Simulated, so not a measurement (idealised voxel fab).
A process module follows: voxel capacitor over wiring.
For reference, the cross-section in this document is cut, with width 140 nm and square cells of 5 nm.
A cross-section is written here as square cells arranged in a grid, and it is given in bands from the top down, each band taking up one or more rows of cells.
This entry defines a band. It first specifies the height of the band's top and the height of its bottom in nm, and then specifies the band's materials from left to right, stating each material with its width in nm. The word "all across" identifies a single material that fills the band from edge to edge, while the word "air" identifies empty space.
Note: height 0 marks the level under which the wafer is uniformly one material as received. Lowest band unbounded below, written "0..down".
A width given as "30->40" starts at the first number in the band's top row and ends at the second number in its bottom row, shifting by an equal amount at every step from row to row.
Where a step carries "all unchanged", the cross-section came out of it unchanged, cell for cell.
"Unvented cavities": sealed empty spaces, 8 cells or more, no open way to top, listed width x height at distance, with distance from the left edge and width, height and distance in nm.
Formally, on a step line, whatever follows the settings is a remark that the simulator itself makes on the step.
When a step includes a mask, the "overlay nm" setting on its line states how far to the right of its planned place that mask lay, and negative values state how far to the left.
# So here's the lineup of process steps we planned
step 1: RECEIVE,material Si
step 2: CONFORMAL_DEP,material SiO2,thk nm 10
step 3: DIRECTIONAL_DEP,material TiN,thk nm 5
step 4: DIRECTIONAL_DEP,material Ru,thk nm 15
step 5: MASKED_ETCH,tone cover,mask id METAL_1,width nm 20,pitch nm 80,etch materials Ru,depth nm 15,overlay nm 0
step 6: MASKED_ETCH,tone cover,mask id METAL_1,width nm 20,pitch nm 80,etch materials TiN,depth nm 5,overlay nm 0
step 7: CONFORMAL_DEP,material SiCN,thk nm 5
step 8: FILL_DEP,material SiO2,thk nm 10
step 9: CMP,height nm 30
step 10: CONFORMAL_DEP,material SiCN,thk nm 5
step 11: DIRECTIONAL_DEP,material lowk,thk nm 15
step 12: MASKED_ETCH,tone open,mask id PLUG_1,width nm 15,etch materials lowk,depth nm 15,overlay nm 0
step 13: MASKED_ETCH,tone open,mask id PLUG_1,width nm 15,etch materials SiCN,depth nm 5,overlay nm 0
step 14: EPI,material Ru,thk nm 10
step 15: EPI,material Ru,thk nm 10
step 16: DIRECTIONAL_DEP,material TiN,thk nm 10
step 17: DIRECTIONAL_DEP,material SiN,thk nm 5
step 18: DIRECTIONAL_DEP,material TiN,thk nm 5
step 19: PATTERN,tone cover,mask id UPPER_PLATE,material resist,width nm 65,thk nm 15,overlay nm 0
step 20: DIRECTIONAL_ETCH,etch materials TiN,depth nm 5
step 21: DIRECTIONAL_ETCH,etch materials SiN,depth nm 5
step 22: STRIP,etch materials resist
step 23: DIRECTIONAL_DEP,material aC,thk nm 15
step 24: PATTERN,tone cover,mask id LOWER_PLATE,material resist,width nm 75,thk nm 30,overlay nm 0
step 25: DIRECTIONAL_ETCH,etch materials aC,depth nm 15
step 26: STRIP,etch materials resist
step 27: DIRECTIONAL_ETCH,etch materials TiN,depth nm 10
step 28: STRIP,etch materials aC
step 29: FILL_DEP,material SiO2,thk nm 15
step 30: CMP,height nm 80
step 31: PATTERN,tone open,mask id PLUG_2,material resist,width nm 15,thk nm 15,overlay nm 0
step 32: DIRECTIONAL_ETCH,etch materials SiO2,depth nm 10
step 33: STRIP,etch materials resist
step 34: CONFORMAL_DEP,material TiN,thk nm 5
step 35: FILL_DEP,material W,thk nm 5
step 36: CMP,height nm 80
step 37: CONFORMAL_DEP,material SiN,thk nm 5
# Step 1 complete: cross-section of the wafer as received
- 0..down: Si all across
- Unvented cavities: none
# What the wafer looks like in cross-section after this module, when it starts as shown above and follows the plan above but one mistake is made in running it
- 85..80: SiN all across
- 80..75: SiO2=35; TiN=5; W=5; TiN=5; SiO2=90
- 75..65: SiO2=35->40; TiN=15->50; SiO2=90->50
- 65..60: SiO2=25; TiN=15; SiN=50; SiO2=50
- 60..55: SiO2=20; TiN=5; SiN=15; TiN=55; SiO2=45
- 55..50: SiO2=20; TiN=75; SiO2=45
- 50..45: lowk=25; TiN=15; lowk=100
- 45..35: lowk all across
- 35..30: SiCN all across
- 30..15: SiO2=15; SiCN=5; Ru=20; SiCN=5; SiO2=50; SiCN=5; Ru=20; SiCN=5; SiO2=15
- 15..10: SiCN=20; TiN=20; SiCN=60; TiN=20; SiCN=20
- 10..0: SiO2 all across
- 0..down: Si all across
- Unvented cavities: none
Misprocessing identified: step 12 ran as: MASKED_ETCH,tone open,mask id PLUG_1,width nm 15,etch materials lowk,depth nm 5,overlay nm 0
